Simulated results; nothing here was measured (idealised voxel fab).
process module | voxel gate over fins
cross-section cut | 240 nm wide | cells 5 nm
A cross-section is a grid of square cells, given in bands from the top down. A band is one or more rows of cells.
Each band's line starts with the height of the band's top and of its bottom, in nm. Then come its materials from left to right, each with its width in nm. One material with "throughout" fills the band from edge to edge. "air" is empty space.
Height 0 is the level under which the wafer as received is all one material. The lowest band goes on downwards, as in "0 down".
A width such as "30 to 40" changes by the same amount from each row of cells to the next, from the band's top row to its bottom row.
"no change" after a step means that no cell of the cross-section changed.
closed voids: empty space of 8 cells or more with no open way to the top, each as width x height at its distance from the left edge, in nm
after a step's settings: what the simulator itself notes on the step
overlay nm, on a step with a mask: how far to the right of its planned place the mask lay; to the left if negative
plan
1 op RECEIVE | material Si
2 op CONFORMAL_DEP | material SiN | thk nm 10
3 op PATTERN | tone cover | mask id FINS | material resist | width nm 15 | pitch nm 35 | thk nm 15 | overlay nm 0
4 op DIRECTIONAL_ETCH | etch materials SiN | depth nm 10
5 op DIRECTIONAL_ETCH | etch materials Si | depth nm 40
6 op STRIP | etch materials resist
7 op FILL_DEP | material SiO2 | thk nm 10
8 op CMP | height nm 10
9 op SELECTIVE_ETCH | etch materials SiO2 | depth nm 20
10 op STRIP | etch materials SiN
11 op CONFORMAL_DEP | material HfO2 | thk nm 5
12 op CONFORMAL_DEP | material TiN | thk nm 5
13 op CONFORMAL_DEP | material TiAl | thk nm 5
14 op CONFORMAL_DEP | material TiN | thk nm 5
15 op FILL_DEP | material W | thk nm 10
16 op CMP | height nm 25
17 op CONFORMAL_DEP | material SiCN | thk nm 10
as received, after step 1
  0 down: Si throughout
  closed voids: none
a wafer at the end: this start, this plan, one mistake
  35 to 25: SiCN throughout
  25 to 20: W throughout
  20 to 15: TiN throughout
  15 to 10: TiAl throughout
  10 to 5: TiN throughout
  5 to 0: HfO2 80 | TiN 5 | HfO2 30 | TiN 5 | HfO2 30 | TiN 5 | HfO2 85
  0 to -5: Si 75 | HfO2 5 | TiN 5 | HfO2 5 | Si 20 | HfO2 5 | TiN 5 | HfO2 5 | Si 20 | HfO2 5 | TiN 5 | HfO2 5 | Si 80
  -5 to -10: Si 75 | HfO2 15 | Si 20 | HfO2 15 | Si 20 | HfO2 15 | Si 80
  -10 to -40: Si 75 | SiO2 15 | Si 20 | SiO2 15 | Si 20 | SiO2 15 | Si 80
  -40 down: Si throughout
  closed voids: none
what went wrong: step 3 ran as: op PATTERN | tone open | mask id FINS | material resist | width nm 15 | pitch nm 35 | thk nm 15 | overlay nm 0
